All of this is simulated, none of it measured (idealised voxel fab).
process module | voxel self aligned vias
cross-section cut | 300 nm wide | cells 5 nm
A cross-section is a grid of square cells, given in bands from the top down. A band is one or more rows of cells.
Each band's line starts with the height of the band's top and of its bottom, in nm. Then come its materials from left to right, each with its width in nm. One material with "throughout" fills the band from edge to edge. "air" is empty space.
Height 0 is the level under which the wafer as received is all one material. The lowest band goes on downwards, as in "0 down".
A width such as "30 to 40" changes by the same amount from each row of cells to the next, from the band's top row to its bottom row.
"no change" after a step means that no cell of the cross-section changed.
closed voids: empty space of 8 cells or more with no open way to the top, each as width x height at its distance from the left edge, in nm
after a step's settings: what the simulator itself notes on the step
overlay nm, on a step with a mask: how far to the right of its planned place the mask lay; to the left if negative
Each pair below shows a cross-section before one step and the cross-section after it, down to the lowest band that changed. The line under each pair gives the step between them, with its settings. The pairs can come from different runs of this module on the same starting wafer, so a pair continues from the pair above only where its "before" says so.
before
  0 down: Si throughout
  closed voids: none
after
  15 to 0: SiO2 throughout
  below 0: unchanged
  closed voids: none
the step between: op CONFORMAL_DEP | material SiO2 | thk nm 15
before: the cross-section after the pair above
after
  20 to 15: SiCN throughout
  below 15: unchanged
  closed voids: none
the step between: op CONFORMAL_DEP | material SiCN | thk nm 5
before: the cross-section after the pair above
after
  50 to 20: lowk throughout
  below 20: unchanged
  closed voids: none
the step between: op DIRECTIONAL_DEP | material lowk | thk nm 30
before: the cross-section after the pair above
after
  50 to 20: lowk 75 | air 20 | lowk 45 | air 20 | lowk 45 | air 20 | lowk 75
  below 20: unchanged
  closed voids: none
the step between: op MASKED_ETCH | tone open | mask id LINES | width nm 20 | pitch nm 65 | etch materials lowk | depth nm 30 | overlay nm 0
before: the cross-section after the pair above
after
  55 to 50: TiN 80 | air 10 | TiN 55 | air 10 | TiN 55 | air 10 | TiN 80
  50 to 25: lowk 75 | TiN 5 | air 10 | TiN 5 | lowk 45 | TiN 5 | air 10 | TiN 5 | lowk 45 | TiN 5 | air 10 | TiN 5 | lowk 75
  25 to 20: lowk 75 | TiN 20 | lowk 45 | TiN 20 | lowk 45 | TiN 20 | lowk 75
  below 20: unchanged
  closed voids: none
the step between: op CONFORMAL_DEP | material TiN | thk nm 5
before: the cross-section after the pair above
after
  65 to 55: W throughout
  55 to 50: TiN 80 | W 10 | TiN 55 | W 10 | TiN 55 | W 10 | TiN 80
  50 to 25: lowk 75 | TiN 5 | W 10 | TiN 5 | lowk 45 | TiN 5 | W 10 | TiN 5 | lowk 45 | TiN 5 | W 10 | TiN 5 | lowk 75
  below 25: unchanged
  closed voids: none
the step between: op FILL_DEP | material W | thk nm 10
before: the cross-section after the pair above
after
  50 to 25: lowk 75 | TiN 5 | W 10 | TiN 5 | lowk 45 | TiN 5 | W 10 | TiN 5 | lowk 45 | TiN 5 | W 10 | TiN 5 | lowk 75
  below 25: unchanged
  closed voids: none
the step between: op CMP | height nm 50
before: the cross-section after the pair above
after
  50 to 45: lowk 75 | air 20 | lowk 45 | air 20 | lowk 45 | air 20 | lowk 75
  below 45: unchanged
  closed voids: none
the step between: op SELECTIVE_ETCH | etch materials W Ru TiN | depth nm 5
before: the cross-section after the pair above
after
  60 to 50: SiN throughout
  50 to 45: lowk 75 | SiN 20 | lowk 45 | SiN 20 | lowk 45 | SiN 20 | lowk 75
  below 45: unchanged
  closed voids: none
the step between: op FILL_DEP | material SiN | thk nm 10
before: the cross-section after the pair above
after
  50 to 45: lowk 75 | SiN 20 | lowk 45 | SiN 20 | lowk 45 | SiN 20 | lowk 75
  below 45: unchanged
  closed voids: none
the step between: op CMP | height nm 50
before: the cross-section after the pair above
after
  65 to 50: lowk throughout
  below 50: unchanged
  closed voids: none
the step between: op DIRECTIONAL_DEP | material lowk | thk nm 15
before: the cross-section after the pair above
after
  80 to 65: resist 65 | air 40 | resist 25 | air 40 | resist 25 | air 40 | resist 65
  below 65: unchanged
  closed voids: none
the step between: op PATTERN | tone open | mask id VIAS | material resist | width nm 40 | pitch nm 65 | thk nm 15 | overlay nm 0
before: the cross-section after the pair above
after
  80 to 65: resist 65 | air 40 | resist 25 | air 40 | resist 25 | air 40 | resist 65
  65 to 50: lowk 65 | air 40 | lowk 25 | air 40 | lowk 25 | air 40 | lowk 65
  below 50: unchanged
  closed voids: none
the step between: op DIRECTIONAL_ETCH | etch materials lowk | depth nm 15
before: the cross-section after the pair above
after
  80 to 65: resist 65 | air 40 | resist 25 | air 40 | resist 25 | air 40 | resist 65
  65 to 50: lowk 65 | air 40 | lowk 25 | air 40 | lowk 25 | air 40 | lowk 65
  50 to 45: lowk 75 | air 20 | lowk 45 | air 20 | lowk 45 | air 20 | lowk 75
  below 45: unchanged
  closed voids: none
the step between: op DIRECTIONAL_ETCH | etch materials SiN | depth nm 5
before: the cross-section after the pair above
after
  65 to 50: lowk 65 | air 40 | lowk 25 | air 40 | lowk 25 | air 40 | lowk 65
  below 50: unchanged
  closed voids: none
the step between: op STRIP | etch materials resist
before: the cross-section after the pair above
after
  70 to 65: TiN 70 | air 30 | TiN 35 | air 30 | TiN 35 | air 30 | TiN 70
  65 to 55: lowk 65 | TiN 5 | air 30 | TiN 5 | lowk 25 | TiN 5 | air 30 | TiN 5 | lowk 25 | TiN 5 | air 30 | TiN 5 | lowk 65
  55 to 50: lowk 65 | TiN 15 | air 10 | TiN 15 | lowk 25 | TiN 15 | air 10 | TiN 15 | lowk 25 | TiN 15 | air 10 | TiN 15 | lowk 65
  50 to 45: lowk 75 | TiN 20 | lowk 45 | TiN 20 | lowk 45 | TiN 20 | lowk 75
  below 45: unchanged
  closed voids: none
the step between: op CONFORMAL_DEP | material TiN | thk nm 5
before: the cross-section after the pair above
after
  80 to 70: Cu throughout
  70 to 65: TiN 70 | Cu 30 | TiN 35 | Cu 30 | TiN 35 | Cu 30 | TiN 70
  65 to 55: lowk 65 | TiN 5 | Cu 30 | TiN 5 | lowk 25 | TiN 5 | Cu 30 | TiN 5 | lowk 25 | TiN 5 | Cu 30 | TiN 5 | lowk 65
  55 to 50: lowk 65 | TiN 15 | Cu 10 | TiN 15 | lowk 25 | TiN 15 | Cu 10 | TiN 15 | lowk 25 | TiN 15 | Cu 10 | TiN 15 | lowk 65
  below 50: unchanged
  closed voids: none
the step between: op FILL_DEP | material Cu | thk nm 10
before: the cross-section after the pair above
after
  65 to 55: lowk 65 | TiN 5 | Cu 30 | TiN 5 | lowk 25 | TiN 5 | Cu 30 | TiN 5 | lowk 25 | TiN 5 | Cu 30 | TiN 5 | lowk 65
  below 55: unchanged
  closed voids: none
the step between: op CMP | height nm 65
before: the cross-section after the pair above
after
  70 to 65: SiN throughout
  below 65: unchanged
  closed voids: none
the step between: op CONFORMAL_DEP | material SiN | thk nm 5
before
  15 to 0: SiO2 throughout
  0 down: Si throughout
  closed voids: none
after
  45 to 15: lowk throughout
  below 15: unchanged
  closed voids: none
the step between: op DIRECTIONAL_DEP | material lowk | thk nm 30
before: the cross-section after the pair above
after
  45 to 15: lowk 75 | air 20 | lowk 45 | air 20 | lowk 45 | air 20 | lowk 75
  below 15: unchanged
  closed voids: none
the step between: op MASKED_ETCH | tone open | mask id LINES | width nm 20 | pitch nm 65 | etch materials lowk | depth nm 30 | overlay nm 0
before: the cross-section after the pair above
after
  50 to 45: TiN 80 | air 10 | TiN 55 | air 10 | TiN 55 | air 10 | TiN 80
  45 to 20: lowk 75 | TiN 5 | air 10 | TiN 5 | lowk 45 | TiN 5 | air 10 | TiN 5 | lowk 45 | TiN 5 | air 10 | TiN 5 | lowk 75
  20 to 15: lowk 75 | TiN 20 | lowk 45 | TiN 20 | lowk 45 | TiN 20 | lowk 75
  below 15: unchanged
  closed voids: none
the step between: op CONFORMAL_DEP | material TiN | thk nm 5
before: the cross-section after the pair above
after
  60 to 50: W throughout
  50 to 45: TiN 80 | W 10 | TiN 55 | W 10 | TiN 55 | W 10 | TiN 80
  45 to 20: lowk 75 | TiN 5 | W 10 | TiN 5 | lowk 45 | TiN 5 | W 10 | TiN 5 | lowk 45 | TiN 5 | W 10 | TiN 5 | lowk 75
  below 20: unchanged
  closed voids: none
the step between: op FILL_DEP | material W | thk nm 10
before: the cross-section after the pair above
after
  50 to 45: TiN 80 | W 10 | TiN 55 | W 10 | TiN 55 | W 10 | TiN 80
  below 45: unchanged
  closed voids: none
the step between: op CMP | height nm 50
before: the cross-section after the pair above
after
  45 to 20: lowk 75 | TiN 5 | W 10 | TiN 5 | lowk 45 | TiN 5 | W 10 | TiN 5 | lowk 45 | TiN 5 | W 10 | TiN 5 | lowk 75
  below 20: unchanged
  closed voids: none
the step between: op SELECTIVE_ETCH | etch materials W Ru TiN | depth nm 5
before: the cross-section after the pair above
after
  55 to 45: SiN throughout
  below 45: unchanged
  closed voids: none
the step between: op FILL_DEP | material SiN | thk nm 10
before: the cross-section after the pair above
after
  50 to 45: SiN throughout
  below 45: unchanged
  closed voids: none
the step between: op CMP | height nm 50
before: the cross-section after the pair above
after
  65 to 50: lowk throughout
  below 50: unchanged
  closed voids: none
the step between: op DIRECTIONAL_DEP | material lowk | thk nm 15
before: the cross-section after the pair above
after
  80 to 65: resist 65 | air 40 | resist 25 | air 40 | resist 25 | air 40 | resist 65
  below 65: unchanged
  closed voids: none
the step between: op PATTERN | tone open | mask id VIAS | material resist | width nm 40 | pitch nm 65 | thk nm 15 | overlay nm 0
before: the cross-section after the pair above
after
  80 to 65: resist 65 | air 40 | resist 25 | air 40 | resist 25 | air 40 | resist 65
  65 to 50: lowk 65 | air 40 | lowk 25 | air 40 | lowk 25 | air 40 | lowk 65
  below 50: unchanged
  closed voids: none
the step between: op DIRECTIONAL_ETCH | etch materials lowk | depth nm 15
before: the cross-section after the pair above
after
  80 to 65: resist 65 | air 40 | resist 25 | air 40 | resist 25 | air 40 | resist 65
  65 to 50: lowk 65 | air 40 | lowk 25 | air 40 | lowk 25 | air 40 | lowk 65
  50 to 45: SiN 65 | air 40 | SiN 25 | air 40 | SiN 25 | air 40 | SiN 65
  below 45: unchanged
  closed voids: none
the step between: op DIRECTIONAL_ETCH | etch materials SiN | depth nm 5
before: the cross-section after the pair above
after
  65 to 50: lowk 65 | air 40 | lowk 25 | air 40 | lowk 25 | air 40 | lowk 65
  below 50: unchanged
  closed voids: none
the step between: op STRIP | etch materials resist
before: the cross-section after the pair above
after
  70 to 65: TiN 70 | air 30 | TiN 35 | air 30 | TiN 35 | air 30 | TiN 70
  65 to 50: lowk 65 | TiN 5 | air 30 | TiN 5 | lowk 25 | TiN 5 | air 30 | TiN 5 | lowk 25 | TiN 5 | air 30 | TiN 5 | lowk 65
  50 to 45: SiN 65 | TiN 40 | SiN 25 | TiN 40 | SiN 25 | TiN 40 | SiN 65
  below 45: unchanged
  closed voids: none
the step between: op CONFORMAL_DEP | material TiN | thk nm 5
before: the cross-section after the pair above
after
  80 to 70: Cu throughout
  70 to 65: TiN 70 | Cu 30 | TiN 35 | Cu 30 | TiN 35 | Cu 30 | TiN 70
  65 to 50: lowk 65 | TiN 5 | Cu 30 | TiN 5 | lowk 25 | TiN 5 | Cu 30 | TiN 5 | lowk 25 | TiN 5 | Cu 30 | TiN 5 | lowk 65
  below 50: unchanged
  closed voids: none
the step between: op FILL_DEP | material Cu | thk nm 10
before: the cross-section after the pair above
after
  65 to 50: lowk 65 | TiN 5 | Cu 30 | TiN 5 | lowk 25 | TiN 5 | Cu 30 | TiN 5 | lowk 25 | TiN 5 | Cu 30 | TiN 5 | lowk 65
  below 50: unchanged
  closed voids: none
the step between: op CMP | height nm 65
before: the cross-section after the pair above
after
  70 to 65: SiN throughout
  below 65: unchanged
  closed voids: none
the step between: op CONFORMAL_DEP | material SiN | thk nm 5
before
  15 to 0: SiO2 throughout
  0 down: Si throughout
  closed voids: none
after
  30 to 0: SiO2 throughout
  below 0: unchanged
  closed voids: none
the step between: op CONFORMAL_DEP | material SiO2 | thk nm 15
before: the cross-section after the pair above
after
  35 to 30: SiCN throughout
  below 30: unchanged
  closed voids: none
the step between: op CONFORMAL_DEP | material SiCN | thk nm 5
before: the cross-section after the pair above
after
  65 to 35: lowk throughout
  below 35: unchanged
  closed voids: none
the step between: op DIRECTIONAL_DEP | material lowk | thk nm 30
before: the cross-section after the pair above
after
  65 to 35: lowk 75 | air 20 | lowk 45 | air 20 | lowk 45 | air 20 | lowk 75
  below 35: unchanged
  closed voids: none
the step between: op MASKED_ETCH | tone open | mask id LINES | width nm 20 | pitch nm 65 | etch materials lowk | depth nm 30 | overlay nm 0
before: the cross-section after the pair above
after
  70 to 65: TiN 80 | air 10 | TiN 55 | air 10 | TiN 55 | air 10 | TiN 80
  65 to 40: lowk 75 | TiN 5 | air 10 | TiN 5 | lowk 45 | TiN 5 | air 10 | TiN 5 | lowk 45 | TiN 5 | air 10 | TiN 5 | lowk 75
  40 to 35: lowk 75 | TiN 20 | lowk 45 | TiN 20 | lowk 45 | TiN 20 | lowk 75
  below 35: unchanged
  closed voids: none
the step between: op CONFORMAL_DEP | material TiN | thk nm 5
before: the cross-section after the pair above
after
  80 to 70: W throughout
  70 to 65: TiN 80 | W 10 | TiN 55 | W 10 | TiN 55 | W 10 | TiN 80
  65 to 40: lowk 75 | TiN 5 | W 10 | TiN 5 | lowk 45 | TiN 5 | W 10 | TiN 5 | lowk 45 | TiN 5 | W 10 | TiN 5 | lowk 75
  below 40: unchanged
  closed voids: none
the step between: op FILL_DEP | material W | thk nm 10
before: the cross-section after the pair above
after
  50 to 40: lowk 75 | TiN 5 | W 10 | TiN 5 | lowk 45 | TiN 5 | W 10 | TiN 5 | lowk 45 | TiN 5 | W 10 | TiN 5 | lowk 75
  below 40: unchanged
  closed voids: none
the step between: op CMP | height nm 50
before: the cross-section after the pair above
after
  50 to 45: lowk 75 | air 20 | lowk 45 | air 20 | lowk 45 | air 20 | lowk 75
  below 45: unchanged
  closed voids: none
the step between: op SELECTIVE_ETCH | etch materials W Ru TiN | depth nm 5
before: the cross-section after the pair above
after
  60 to 50: SiN throughout
  50 to 45: lowk 75 | SiN 20 | lowk 45 | SiN 20 | lowk 45 | SiN 20 | lowk 75
  below 45: unchanged
  closed voids: none
the step between: op FILL_DEP | material SiN | thk nm 10
before: the cross-section after the pair above
after
  50 to 45: lowk 75 | SiN 20 | lowk 45 | SiN 20 | lowk 45 | SiN 20 | lowk 75
  below 45: unchanged
  closed voids: none
the step between: op CMP | height nm 50
before: the cross-section after the pair above
after
  65 to 50: lowk throughout
  below 50: unchanged
  closed voids: none
the step between: op DIRECTIONAL_DEP | material lowk | thk nm 15
before: the cross-section after the pair above
after
  80 to 65: resist 65 | air 40 | resist 25 | air 40 | resist 25 | air 40 | resist 65
  below 65: unchanged
  closed voids: none
the step between: op PATTERN | tone open | mask id VIAS | material resist | width nm 40 | pitch nm 65 | thk nm 15 | overlay nm 0
before: the cross-section after the pair above
after
  80 to 65: resist 65 | air 40 | resist 25 | air 40 | resist 25 | air 40 | resist 65
  65 to 50: lowk 65 | air 40 | lowk 25 | air 40 | lowk 25 | air 40 | lowk 65
  below 50: unchanged
  closed voids: none
the step between: op DIRECTIONAL_ETCH | etch materials lowk | depth nm 15
before: the cross-section after the pair above
after
  80 to 65: resist 65 | air 40 | resist 25 | air 40 | resist 25 | air 40 | resist 65
  65 to 50: lowk 65 | air 40 | lowk 25 | air 40 | lowk 25 | air 40 | lowk 65
  50 to 45: lowk 75 | air 20 | lowk 45 | air 20 | lowk 45 | air 20 | lowk 75
  below 45: unchanged
  closed voids: none
the step between: op DIRECTIONAL_ETCH | etch materials SiN | depth nm 5
before: the cross-section after the pair above
after
  65 to 50: lowk 65 | air 40 | lowk 25 | air 40 | lowk 25 | air 40 | lowk 65
  below 50: unchanged
  closed voids: none
the step between: op STRIP | etch materials resist
before: the cross-section after the pair above
after
  70 to 65: TiN 70 | air 30 | TiN 35 | air 30 | TiN 35 | air 30 | TiN 70
  65 to 55: lowk 65 | TiN 5 | air 30 | TiN 5 | lowk 25 | TiN 5 | air 30 | TiN 5 | lowk 25 | TiN 5 | air 30 | TiN 5 | lowk 65
  55 to 50: lowk 65 | TiN 15 | air 10 | TiN 15 | lowk 25 | TiN 15 | air 10 | TiN 15 | lowk 25 | TiN 15 | air 10 | TiN 15 | lowk 65
  50 to 45: lowk 75 | TiN 20 | lowk 45 | TiN 20 | lowk 45 | TiN 20 | lowk 75
  below 45: unchanged
  closed voids: none
the step between: op CONFORMAL_DEP | material TiN | thk nm 5
before: the cross-section after the pair above
after
  80 to 70: Cu throughout
  70 to 65: TiN 70 | Cu 30 | TiN 35 | Cu 30 | TiN 35 | Cu 30 | TiN 70
  65 to 55: lowk 65 | TiN 5 | Cu 30 | TiN 5 | lowk 25 | TiN 5 | Cu 30 | TiN 5 | lowk 25 | TiN 5 | Cu 30 | TiN 5 | lowk 65
  55 to 50: lowk 65 | TiN 15 | Cu 10 | TiN 15 | lowk 25 | TiN 15 | Cu 10 | TiN 15 | lowk 25 | TiN 15 | Cu 10 | TiN 15 | lowk 65
  below 50: unchanged
  closed voids: none
the step between: op FILL_DEP | material Cu | thk nm 10
before: the cross-section after the pair above
after
  65 to 55: lowk 65 | TiN 5 | Cu 30 | TiN 5 | lowk 25 | TiN 5 | Cu 30 | TiN 5 | lowk 25 | TiN 5 | Cu 30 | TiN 5 | lowk 65
  below 55: unchanged
  closed voids: none
the step between: op CMP | height nm 65
before: the cross-section after the pair above
after
  70 to 65: SiN throughout
  below 65: unchanged
  closed voids: none
the step between: op CONFORMAL_DEP | material SiN | thk nm 5
before
  45 to 15: lowk throughout
  15 to 0: SiO2 throughout
  0 down: Si throughout
  closed voids: none
after
  50 to 45: SiCN throughout
  below 45: unchanged
  closed voids: none
the step between: op CONFORMAL_DEP | material SiCN | thk nm 5
before: the cross-section after the pair above
after
  55 to 50: TiN throughout
  below 50: unchanged
  closed voids: none
the step between: op CONFORMAL_DEP | material TiN | thk nm 5
before: the cross-section after the pair above
after
  65 to 55: W throughout
  below 55: unchanged
  closed voids: none
the step between: op FILL_DEP | material W | thk nm 10
before: the cross-section after the pair above
after
  50 to 45: SiCN throughout
  below 45: unchanged
  closed voids: none
the step between: op CMP | height nm 50
before: the cross-section after the pair above
after
  60 to 50: SiN throughout
  below 50: unchanged
  closed voids: none
the step between: op FILL_DEP | material SiN | thk nm 10
before: the cross-section after the pair above
after
  50 to 45: SiCN throughout
  below 45: unchanged
  closed voids: none
the step between: op CMP | height nm 50
before: the cross-section after the pair above
after
  65 to 50: lowk throughout
  below 50: unchanged
  closed voids: none
the step between: op DIRECTIONAL_DEP | material lowk | thk nm 15
before: the cross-section after the pair above
after
  80 to 65: resist 65 | air 40 | resist 25 | air 40 | resist 25 | air 40 | resist 65
  below 65: unchanged
  closed voids: none
the step between: op PATTERN | tone open | mask id VIAS | material resist | width nm 40 | pitch nm 65 | thk nm 15 | overlay nm 0
before: the cross-section after the pair above
after
  80 to 65: resist 65 | air 40 | resist 25 | air 40 | resist 25 | air 40 | resist 65
  65 to 50: lowk 65 | air 40 | lowk 25 | air 40 | lowk 25 | air 40 | lowk 65
  below 50: unchanged
  closed voids: none
the step between: op DIRECTIONAL_ETCH | etch materials lowk | depth nm 15
before: the cross-section after the pair above
after
  65 to 50: lowk 65 | air 40 | lowk 25 | air 40 | lowk 25 | air 40 | lowk 65
  below 50: unchanged
  closed voids: none
the step between: op STRIP | etch materials resist
before: the cross-section after the pair above
after
  70 to 65: TiN 70 | air 30 | TiN 35 | air 30 | TiN 35 | air 30 | TiN 70
  65 to 55: lowk 65 | TiN 5 | air 30 | TiN 5 | lowk 25 | TiN 5 | air 30 | TiN 5 | lowk 25 | TiN 5 | air 30 | TiN 5 | lowk 65
  55 to 50: lowk 65 | TiN 40 | lowk 25 | TiN 40 | lowk 25 | TiN 40 | lowk 65
  below 50: unchanged
  closed voids: none
the step between: op CONFORMAL_DEP | material TiN | thk nm 5
before: the cross-section after the pair above
after
  80 to 70: Cu throughout
  70 to 65: TiN 70 | Cu 30 | TiN 35 | Cu 30 | TiN 35 | Cu 30 | TiN 70
  65 to 55: lowk 65 | TiN 5 | Cu 30 | TiN 5 | lowk 25 | TiN 5 | Cu 30 | TiN 5 | lowk 25 | TiN 5 | Cu 30 | TiN 5 | lowk 65
  below 55: unchanged
  closed voids: none
the step between: op FILL_DEP | material Cu | thk nm 10
before: the cross-section after the pair above
after
  65 to 55: lowk 65 | TiN 5 | Cu 30 | TiN 5 | lowk 25 | TiN 5 | Cu 30 | TiN 5 | lowk 25 | TiN 5 | Cu 30 | TiN 5 | lowk 65
  below 55: unchanged
  closed voids: none
the step between: op CMP | height nm 65
before: the cross-section after the pair above
after
  70 to 65: SiN throughout
  below 65: unchanged
  closed voids: none
the step between: op CONFORMAL_DEP | material SiN | thk nm 5
before
  0 down: Si throughout
  closed voids: none
after
  25 to 0: SiO2 throughout
  below 0: unchanged
  closed voids: none
the step between: op CONFORMAL_DEP | material SiO2 | thk nm 25
before: the cross-section after the pair above
after
  30 to 25: SiCN throughout
  below 25: unchanged
  closed voids: none
the step between: op CONFORMAL_DEP | material SiCN | thk nm 5
before: the cross-section after the pair above
after
  60 to 30: lowk throughout
  below 30: unchanged
  closed voids: none
the step between: op DIRECTIONAL_DEP | material lowk | thk nm 30
before: the cross-section after the pair above
after
  60 to 30: lowk 75 | air 20 | lowk 45 | air 20 | lowk 45 | air 20 | lowk 75
  below 30: unchanged
  closed voids: none
the step between: op MASKED_ETCH | tone open | mask id LINES | width nm 20 | pitch nm 65 | etch materials lowk | depth nm 30 | overlay nm 0
before: the cross-section after the pair above
after
  65 to 60: TiN 80 | air 10 | TiN 55 | air 10 | TiN 55 | air 10 | TiN 80
  60 to 35: lowk 75 | TiN 5 | air 10 | TiN 5 | lowk 45 | TiN 5 | air 10 | TiN 5 | lowk 45 | TiN 5 | air 10 | TiN 5 | lowk 75
  35 to 30: lowk 75 | TiN 20 | lowk 45 | TiN 20 | lowk 45 | TiN 20 | lowk 75
  below 30: unchanged
  closed voids: none
the step between: op CONFORMAL_DEP | material TiN | thk nm 5
before: the cross-section after the pair above
after
  75 to 65: W throughout
  65 to 60: TiN 80 | W 10 | TiN 55 | W 10 | TiN 55 | W 10 | TiN 80
  60 to 35: lowk 75 | TiN 5 | W 10 | TiN 5 | lowk 45 | TiN 5 | W 10 | TiN 5 | lowk 45 | TiN 5 | W 10 | TiN 5 | lowk 75
  below 35: unchanged
  closed voids: none
the step between: op FILL_DEP | material W | thk nm 10
before: the cross-section after the pair above
after
  50 to 35: lowk 75 | TiN 5 | W 10 | TiN 5 | lowk 45 | TiN 5 | W 10 | TiN 5 | lowk 45 | TiN 5 | W 10 | TiN 5 | lowk 75
  below 35: unchanged
  closed voids: none
the step between: op CMP | height nm 50
before: the cross-section after the pair above
after
  50 to 45: lowk 75 | air 20 | lowk 45 | air 20 | lowk 45 | air 20 | lowk 75
  below 45: unchanged
  closed voids: none
the step between: op SELECTIVE_ETCH | etch materials W Ru TiN | depth nm 5
before: the cross-section after the pair above
after
  60 to 50: SiN throughout
  50 to 45: lowk 75 | SiN 20 | lowk 45 | SiN 20 | lowk 45 | SiN 20 | lowk 75
  below 45: unchanged
  closed voids: none
the step between: op FILL_DEP | material SiN | thk nm 10
before: the cross-section after the pair above
after
  50 to 45: lowk 75 | SiN 20 | lowk 45 | SiN 20 | lowk 45 | SiN 20 | lowk 75
  below 45: unchanged
  closed voids: none
the step between: op CMP | height nm 50
before: the cross-section after the pair above
after
  65 to 50: lowk throughout
  below 50: unchanged
  closed voids: none
the step between: op DIRECTIONAL_DEP | material lowk | thk nm 15
before: the cross-section after the pair above
after
  80 to 65: resist 65 | air 40 | resist 25 | air 40 | resist 25 | air 40 | resist 65
  below 65: unchanged
  closed voids: none
the step between: op PATTERN | tone open | mask id VIAS | material resist | width nm 40 | pitch nm 65 | thk nm 15 | overlay nm 0
before: the cross-section after the pair above
after
  80 to 65: resist 65 | air 40 | resist 25 | air 40 | resist 25 | air 40 | resist 65
  65 to 50: lowk 65 | air 40 | lowk 25 | air 40 | lowk 25 | air 40 | lowk 65
  below 50: unchanged
  closed voids: none
the step between: op DIRECTIONAL_ETCH | etch materials lowk | depth nm 15
before: the cross-section after the pair above
after
  80 to 65: resist 65 | air 40 | resist 25 | air 40 | resist 25 | air 40 | resist 65
  65 to 50: lowk 65 | air 40 | lowk 25 | air 40 | lowk 25 | air 40 | lowk 65
  50 to 45: lowk 75 | air 20 | lowk 45 | air 20 | lowk 45 | air 20 | lowk 75
  below 45: unchanged
  closed voids: none
the step between: op DIRECTIONAL_ETCH | etch materials SiN | depth nm 5
before: the cross-section after the pair above
after
  65 to 50: lowk 65 | air 40 | lowk 25 | air 40 | lowk 25 | air 40 | lowk 65
  below 50: unchanged
  closed voids: none
the step between: op STRIP | etch materials resist
before: the cross-section after the pair above
after
  70 to 65: TiN 70 | air 30 | TiN 35 | air 30 | TiN 35 | air 30 | TiN 70
  65 to 55: lowk 65 | TiN 5 | air 30 | TiN 5 | lowk 25 | TiN 5 | air 30 | TiN 5 | lowk 25 | TiN 5 | air 30 | TiN 5 | lowk 65
  55 to 50: lowk 65 | TiN 15 | air 10 | TiN 15 | lowk 25 | TiN 15 | air 10 | TiN 15 | lowk 25 | TiN 15 | air 10 | TiN 15 | lowk 65
  50 to 45: lowk 75 | TiN 20 | lowk 45 | TiN 20 | lowk 45 | TiN 20 | lowk 75
  below 45: unchanged
  closed voids: none
the step between: op CONFORMAL_DEP | material TiN | thk nm 5
before: the cross-section after the pair above
after
  80 to 70: Cu throughout
  70 to 65: TiN 70 | Cu 30 | TiN 35 | Cu 30 | TiN 35 | Cu 30 | TiN 70
  65 to 55: lowk 65 | TiN 5 | Cu 30 | TiN 5 | lowk 25 | TiN 5 | Cu 30 | TiN 5 | lowk 25 | TiN 5 | Cu 30 | TiN 5 | lowk 65
  55 to 50: lowk 65 | TiN 15 | Cu 10 | TiN 15 | lowk 25 | TiN 15 | Cu 10 | TiN 15 | lowk 25 | TiN 15 | Cu 10 | TiN 15 | lowk 65
  below 50: unchanged
  closed voids: none
the step between: op FILL_DEP | material Cu | thk nm 10
before: the cross-section after the pair above
after
  65 to 55: lowk 65 | TiN 5 | Cu 30 | TiN 5 | lowk 25 | TiN 5 | Cu 30 | TiN 5 | lowk 25 | TiN 5 | Cu 30 | TiN 5 | lowk 65
  below 55: unchanged
  closed voids: none
the step between: op CMP | height nm 65
before: the cross-section after the pair above
after
  70 to 65: SiN throughout
  below 65: unchanged
  closed voids: none
the step between: op CONFORMAL_DEP | material SiN | thk nm 5
before
  50 to 20: lowk throughout
  20 to 15: SiCN throughout
  15 to 0: SiO2 throughout
  0 down: Si throughout
  closed voids: none
after
  50 to 20: lowk 75 | air 25 | lowk 40 | air 25 | lowk 40 | air 25 | lowk 70
  below 20: unchanged
  closed voids: none
the step between: op MASKED_ETCH | tone open | mask id LINES | width nm 25 | pitch nm 65 | etch materials lowk | depth nm 30 | overlay nm 0
before: the cross-section after the pair above
after
  55 to 50: TiN 80 | air 15 | TiN 50 | air 15 | TiN 50 | air 15 | TiN 75
  50 to 25: lowk 75 | TiN 5 | air 15 | TiN 5 | lowk 40 | TiN 5 | air 15 | TiN 5 | lowk 40 | TiN 5 | air 15 | TiN 5 | lowk 70
  25 to 20: lowk 75 | TiN 25 | lowk 40 | TiN 25 | lowk 40 | TiN 25 | lowk 70
  below 20: unchanged
  closed voids: none
the step between: op CONFORMAL_DEP | material TiN | thk nm 5
before: the cross-section after the pair above
after
  65 to 55: W throughout
  55 to 50: TiN 80 | W 15 | TiN 50 | W 15 | TiN 50 | W 15 | TiN 75
  50 to 25: lowk 75 | TiN 5 | W 15 | TiN 5 | lowk 40 | TiN 5 | W 15 | TiN 5 | lowk 40 | TiN 5 | W 15 | TiN 5 | lowk 70
  below 25: unchanged
  closed voids: none
the step between: op FILL_DEP | material W | thk nm 10
before: the cross-section after the pair above
after
  50 to 25: lowk 75 | TiN 5 | W 15 | TiN 5 | lowk 40 | TiN 5 | W 15 | TiN 5 | lowk 40 | TiN 5 | W 15 | TiN 5 | lowk 70
  below 25: unchanged
  closed voids: none
the step between: op CMP | height nm 50
before: the cross-section after the pair above
after
  50 to 45: lowk 75 | air 25 | lowk 40 | air 25 | lowk 40 | air 25 | lowk 70
  below 45: unchanged
  closed voids: none
the step between: op SELECTIVE_ETCH | etch materials W Ru TiN | depth nm 5
before: the cross-section after the pair above
after
  60 to 50: SiN throughout
  50 to 45: lowk 75 | SiN 25 | lowk 40 | SiN 25 | lowk 40 | SiN 25 | lowk 70
  below 45: unchanged
  closed voids: none
the step between: op FILL_DEP | material SiN | thk nm 10
before: the cross-section after the pair above
after
  50 to 45: lowk 75 | SiN 25 | lowk 40 | SiN 25 | lowk 40 | SiN 25 | lowk 70
  below 45: unchanged
  closed voids: none
the step between: op CMP | height nm 50
before: the cross-section after the pair above
after
  65 to 50: lowk throughout
  below 50: unchanged
  closed voids: none
the step between: op DIRECTIONAL_DEP | material lowk | thk nm 15
before: the cross-section after the pair above
after
  80 to 65: resist 65 | air 40 | resist 25 | air 40 | resist 25 | air 40 | resist 65
  below 65: unchanged
  closed voids: none
the step between: op PATTERN | tone open | mask id VIAS | material resist | width nm 40 | pitch nm 65 | thk nm 15 | overlay nm 0
before: the cross-section after the pair above
after
  80 to 65: resist 65 | air 40 | resist 25 | air 40 | resist 25 | air 40 | resist 65
  65 to 50: lowk 65 | air 40 | lowk 25 | air 40 | lowk 25 | air 40 | lowk 65
  below 50: unchanged
  closed voids: none
the step between: op DIRECTIONAL_ETCH | etch materials lowk | depth nm 15
before: the cross-section after the pair above
after
  80 to 65: resist 65 | air 40 | resist 25 | air 40 | resist 25 | air 40 | resist 65
  65 to 50: lowk 65 | air 40 | lowk 25 | air 40 | lowk 25 | air 40 | lowk 65
  50 to 45: lowk 75 | air 25 | lowk 40 | air 25 | lowk 40 | air 25 | lowk 70
  below 45: unchanged
  closed voids: none
the step between: op DIRECTIONAL_ETCH | etch materials SiN | depth nm 5
before: the cross-section after the pair above
after
  65 to 50: lowk 65 | air 40 | lowk 25 | air 40 | lowk 25 | air 40 | lowk 65
  below 50: unchanged
  closed voids: none
the step between: op STRIP | etch materials resist
